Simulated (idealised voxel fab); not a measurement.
This section sets out a process module, namely voxel self aligned vias.
In the cross-section labelled cut, the width is 260 nm and each square cell is 5 nm.
The cross-sections in this document take the form of a grid made of square cells. They are written out as bands, in order from top to bottom. Each band consists of one or more rows of cells. Per band: top height and bottom height in nm, followed by the left-to-right materials and their widths in nm; "throughout" marks a single material spanning edge to edge, "air" marks empty space. We count height from 0. Below that, the starting wafer is all one material. The lowest band never ends at the bottom but goes on down; see "0 nm and below" for how that is written. Note: "30..40" means the width goes from the first number (top row of the band) to the second number (bottom row) in equal steps per row of cells. "nothing changed" (step): cross-section cells unchanged, all of them. Closed empty spaces (no open way to the top) of 8 cells or more are what "Enclosed cavities" lists, each as width x height at distance from the left edge, nm for all three. Heads up: the bit after the settings on a step's line is the simulator's remark on that step. "overlay nm" on a masked step: distance the mask lay right of its planned place, negative for left.
SO HERE'S THE LINEUP OF PROCESS STEPS WE PLANNED
- 1: RECEIVE with material Si
- 2: CONFORMAL_DEP with material SiO2, thk nm 15
- 3: CONFORMAL_DEP with material SiCN, thk nm 5
- 4: DIRECTIONAL_DEP with material lowk, thk nm 25
- 5: DIRECTIONAL_DEP with material aC, thk nm 10
- 6: PATTERN with tone open, mask id LINES, material resist, width nm 30, pitch nm 65, thk nm 25, overlay nm 0
- 7: DIRECTIONAL_ETCH with etch materials aC, depth nm 10
- 8: STRIP with etch materials resist
- 9: DIRECTIONAL_ETCH with etch materials lowk, depth nm 25
- 10: STRIP with etch materials aC
- 11: CONFORMAL_DEP with material TiN, thk nm 5
- 12: FILL_DEP with material W, thk nm 5
- 13: CMP with height nm 45
- 14: SELECTIVE_ETCH with etch materials W Ru TiN, depth nm 10
- 15: FILL_DEP with material SiN, thk nm 10
- 16: CMP with height nm 45
- 17: DIRECTIONAL_DEP with material lowk, thk nm 15
- 18: PATTERN with tone open, mask id VIAS, material resist, width nm 50, pitch nm 65, thk nm 15, overlay nm 0
- 19: DIRECTIONAL_ETCH with etch materials lowk, depth nm 15
- 20: DIRECTIONAL_ETCH with etch materials SiN, depth nm 10
- 21: STRIP with etch materials resist
- 22: CONFORMAL_DEP with material TiN, thk nm 5
- 23: FILL_DEP with material Ru, thk nm 10
- 24: CMP with height nm 60
- 25: CONFORMAL_DEP with material SiCN, thk nm 5
WAFER CROSS-SECTION ON RECEIPT, I.E. AFTER STEP 1
    0 nm and below = Si throughout
    Enclosed cavities: none
CROSS-SECTION: FIRST OF TWO WAFERS, MODULE FINISHED, RUN ACCORDING TO PLAN
    65 nm to 60 nm = SiCN throughout
    60 nm to 50 nm = lowk 70 nm, TiN 5 nm, Ru 40 nm, TiN 5 nm, lowk 15 nm, TiN 5 nm, Ru 40 nm, TiN 5 nm, lowk 75 nm
    50 nm to 40 nm = lowk 70..80 nm, TiN 15..5 nm, Ru 20 nm, TiN 15..5 nm, lowk 15..35 nm, TiN 15..5 nm, Ru 20 nm, TiN 15..5 nm, lowk 75..85 nm
    40 nm to 35 nm = lowk 80 nm, TiN 30 nm, lowk 35 nm, TiN 30 nm, lowk 85 nm
    35 nm to 25 nm = lowk 80 nm, TiN 5 nm, W 20 nm, TiN 5 nm, lowk 35 nm, TiN 5 nm, W 20 nm, TiN 5 nm, lowk 85 nm
    25 nm to 20 nm = lowk 80 nm, TiN 30 nm, lowk 35 nm, TiN 30 nm, lowk 85 nm
    20 nm to 15 nm = SiCN throughout
    15 nm to 0 nm = SiO2 throughout
    0 nm and below = Si throughout
    Enclosed cavities: none
PRESENTED HERE IS A CROSS-SECTION OF THE SECOND OF THE TWO WAFERS AS IT STOOD AT THE END OF THE MODULE. IT WAS STARTED IN THE SAME MANNER AND ASSIGNED THE SAME PLAN AS THE FIRST WAFER; HOWEVER, ONE MISTAKE WAS MADE IN ITS EXECUTION
    65 nm to 60 nm = SiCN throughout
    60 nm to 50 nm = lowk 70 nm, TiN 5 nm, Ru 40 nm, TiN 5 nm, lowk 15 nm, TiN 5 nm, Ru 40 nm, TiN 5 nm, lowk 75 nm
    50 nm to 40 nm = lowk 70..90 nm, TiN 25..5 nm, Ru 20 nm, TiN 5 nm, lowk 15..35 nm, TiN 25..5 nm, Ru 20 nm, TiN 5 nm, lowk 75 nm
    40 nm to 35 nm = lowk 90 nm, TiN 30 nm, lowk 35 nm, TiN 30 nm, lowk 75 nm
    35 nm to 25 nm = lowk 90 nm, TiN 5 nm, W 20 nm, TiN 5 nm, lowk 35 nm, TiN 5 nm, W 20 nm, TiN 5 nm, lowk 75 nm
    25 nm to 20 nm = lowk 90 nm, TiN 30 nm, lowk 35 nm, TiN 30 nm, lowk 75 nm
    20 nm to 15 nm = SiCN throughout
    15 nm to 0 nm = SiO2 throughout
    0 nm and below = Si throughout
    Enclosed cavities: none
What was done differently from what was planned? for step 6, the planned setting was not used; the step was instead run as PATTERN with tone open, mask id LINES, material resist, width nm 30, pitch nm 65, thk nm 25, overlay nm 10
At the end, the second wafer has the same number of cells of each material as the first, but those cells sit in other places.
